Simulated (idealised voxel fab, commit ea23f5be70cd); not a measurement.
This is a process module. Its name is voxel wiring stack.
FYI the section here is cut, 180 nm wide, cells are 5 nm squares.
Cross-section, as written here: a square-cell grid given band by band from the top down, where a band holds one or more rows of cells. Heads up on the band format: heights come first, top then bottom, in nm. After that it's the materials left to right, each with its width in nm. A single material flagged "all across" fills the whole band edge to edge, and "blank" means there's empty space there. Zero point of the height axis is 0; under it, received wafer = one material. Lowest band: continues down indefinitely, "top 0, no bottom". Read "30..40" as a graded width: first number on top, second number at the bottom, same change between each pair of neighbouring rows. Where a step carries "no modifications", the cross-section came out of it unchanged, cell for cell. For the entry "Completely sealed voids", the listed items are empty spaces with no open way to the top whose size is 8 cells or more; each item follows the pattern width x height at distance, where distance is from the left edge and all three are in nm. Post-settings text on a step line: simulator's own remark regarding the step. overlay nm: on a step with a mask, how far right of its planned place the mask lay; negative means left.

PROCESS STEPS (PLANNED)
1 RECEIVE,material Si
2 CONFORMAL_DEP,material SiO2,thk nm 10
3 DIRECTIONAL_DEP,material TiN,thk nm 5
4 DIRECTIONAL_DEP,material Ru,thk nm 20
5 PATTERN,tone cover,mask id METAL_1,material resist,width nm 30,pitch nm 45,thk nm 15,overlay nm 0
6 DIRECTIONAL_ETCH,etch materials Ru,depth nm 20
7 DIRECTIONAL_ETCH,etch materials TiN,depth nm 5
8 STRIP,etch materials resist
9 FILL_DEP,material lowk,thk nm 5
10 CMP,height nm 35
11 CONFORMAL_DEP,material SiCN,thk nm 5
12 DIRECTIONAL_DEP,material lowk,thk nm 15
13 MASKED_ETCH,tone open,mask id PLUG_1,width nm 15,pitch nm 45,etch materials lowk,depth nm 15,overlay nm 0
14 MASKED_ETCH,tone open,mask id PLUG_1,width nm 15,pitch nm 45,etch materials SiCN,depth nm 5,overlay nm 0
15 CONFORMAL_DEP,material TiN,thk nm 5
16 FILL_DEP,material Cu,thk nm 5
17 CMP,height nm 55
18 DIRECTIONAL_DEP,material TiN,thk nm 5
19 DIRECTIONAL_DEP,material W,thk nm 25
20 DIRECTIONAL_DEP,material aC,thk nm 15
21 PATTERN,tone cover,mask id METAL_2,material resist,width nm 30,pitch nm 45,thk nm 35,overlay nm 0
22 DIRECTIONAL_ETCH,etch materials aC,depth nm 15
23 STRIP,etch materials resist
24 DIRECTIONAL_ETCH,etch materials W,depth nm 25
25 DIRECTIONAL_ETCH,etch materials TiN,depth nm 5
26 STRIP,etch materials aC
27 CONFORMAL_DEP,material SiN,thk nm 5
28 FILL_DEP,material lowk,thk nm 10
29 CMP,height nm 85
30 CONFORMAL_DEP,material SiCN,thk nm 5
31 DIRECTIONAL_DEP,material lowk,thk nm 10
32 MASKED_ETCH,tone open,mask id PLUG_2,width nm 15,etch materials lowk,depth nm 10,overlay nm 0
33 MASKED_ETCH,tone open,mask id PLUG_2,width nm 15,etch materials SiCN,depth nm 5,overlay nm 0
34 EPI,material Ru,thk nm 10
35 EPI,material Ru,thk nm 5
36 DIRECTIONAL_DEP,material TiN,thk nm 5
37 DIRECTIONAL_DEP,material W,thk nm 25
38 MASKED_ETCH,tone cover,mask id METAL_3,width nm 30,pitch nm 45,etch materials W,depth nm 25,overlay nm -15
39 MASKED_ETCH,tone cover,mask id METAL_3,width nm 30,pitch nm 45,etch materials TiN,depth nm 5,overlay nm 0
40 FILL_DEP,material lowk,thk nm 5
41 CMP,height nm 130
42 CONFORMAL_DEP,material SiN,thk nm 5
For clarity, it should be stated that the wafers under discussion commence in an identical condition and differ with respect to the overlay nm of step 38, the plan indicating the value that the first wafer had.

CROSS-SECTIONAL VIEW OF THE FIRST OF SEVERAL WAFERS IN THE AS-RECEIVED CONDITION, CORRESPONDING TO THE STATE FOLLOWING STEP 1
top 0, no bottom = Si all across
Completely sealed voids: none

FIRST WAFER AT THE END, AFTER STEP 42
top 135, bottom 130 = SiN all across
top 130, bottom 105 = lowk (35), then W (30), then lowk (15), then W (30), then lowk (70)
top 105, bottom 100 = lowk (35), then TiN (90), then lowk (55)
top 100, bottom 90 = lowk (50), then Ru (15), then lowk (115)
top 90, bottom 85 = SiCN (50), then Ru (15), then SiCN (115)
top 85, bottom 60 = lowk (45), then SiN (5), then W (30), then SiN (5), then lowk (5), then SiN (5), then W (30), then SiN (5), then lowk (50)
top 60, bottom 55 = SiN (50), then TiN (30), then SiN (15), then TiN (30), then SiN (55)
top 55, bottom 40 = lowk (50), then TiN (5), then Cu (5), then TiN (5), then lowk (30), then TiN (5), then Cu (5), then TiN (5), then lowk (70)
top 40, bottom 35 = SiCN (50), then TiN (15), then SiCN (30), then TiN (15), then SiCN (70)
top 35, bottom 15 = lowk (50), then Ru (30), then lowk (15), then Ru (30), then lowk (55)
top 15, bottom 10 = lowk (50), then TiN (30), then lowk (15), then TiN (30), then lowk (55)
top 10, bottom 0 = SiO2 all across
top 0, no bottom = Si all across
Completely sealed voids: none

HERE WE CROSS-SECTIONED THE LAST OF THE WAFERS ONCE THE MODULE WAS DONE
top 135, bottom 130 = SiN all across
top 130, bottom 105 = lowk (65), then W (30), then lowk (15), then W (30), then lowk (40)
top 105, bottom 100 = lowk (50), then TiN (90), then lowk (40)
top 100, bottom 90 = lowk (50), then Ru (15), then lowk (115)
top 90, bottom 85 = SiCN (50), then Ru (15), then SiCN (115)
top 85, bottom 60 = lowk (45), then SiN (5), then W (30), then SiN (5), then lowk (5), then SiN (5), then W (30), then SiN (5), then lowk (50)
top 60, bottom 55 = SiN (50), then TiN (30), then SiN (15), then TiN (30), then SiN (55)
top 55, bottom 40 = lowk (50), then TiN (5), then Cu (5), then TiN (5), then lowk (30), then TiN (5), then Cu (5), then TiN (5), then lowk (70)
top 40, bottom 35 = SiCN (50), then TiN (15), then SiCN (30), then TiN (15), then SiCN (70)
top 35, bottom 15 = lowk (50), then Ru (30), then lowk (15), then Ru (30), then lowk (55)
top 15, bottom 10 = lowk (50), then TiN (30), then lowk (15), then TiN (30), then lowk (55)
top 10, bottom 0 = SiO2 all across
top 0, no bottom = Si all across
Completely sealed voids: none

GAINED (+) OR LOST (-) CELLS OF EACH MATERIAL SINCE RECEIPT, THEN CLOSED VOIDS: ONE ROW PER WAFER, AT THE END OF THE MODULE
overlay nm -15; +6 Cu; +57 Ru; +63 SiCN; +80 SiN; +72 SiO2; +60 TiN; +120 W; +514 lowk; Completely sealed voids: none
overlay nm -10; +6 Cu; +57 Ru; +63 SiCN; +80 SiN; +72 SiO2; +58 TiN; +120 W; +516 lowk; Completely sealed voids: none
overlay nm -5; +6 Cu; +57 Ru; +63 SiCN; +80 SiN; +72 SiO2; +56 TiN; +120 W; +518 lowk; Completely sealed voids: none
overlay nm 0; +6 Cu; +57 Ru; +63 SiCN; +80 SiN; +72 SiO2; +54 TiN; +120 W; +520 lowk; Completely sealed voids: none
overlay nm 5; +6 Cu; +57 Ru; +63 SiCN; +80 SiN; +72 SiO2; +56 TiN; +120 W; +518 lowk; Completely sealed voids: none
overlay nm 10; +6 Cu; +57 Ru; +63 SiCN; +80 SiN; +72 SiO2; +58 TiN; +120 W; +516 lowk; Completely sealed voids: none
overlay nm 15; +6 Cu; +57 Ru; +63 SiCN; +80 SiN; +72 SiO2; +60 TiN; +120 W; +514 lowk; Completely sealed voids: none
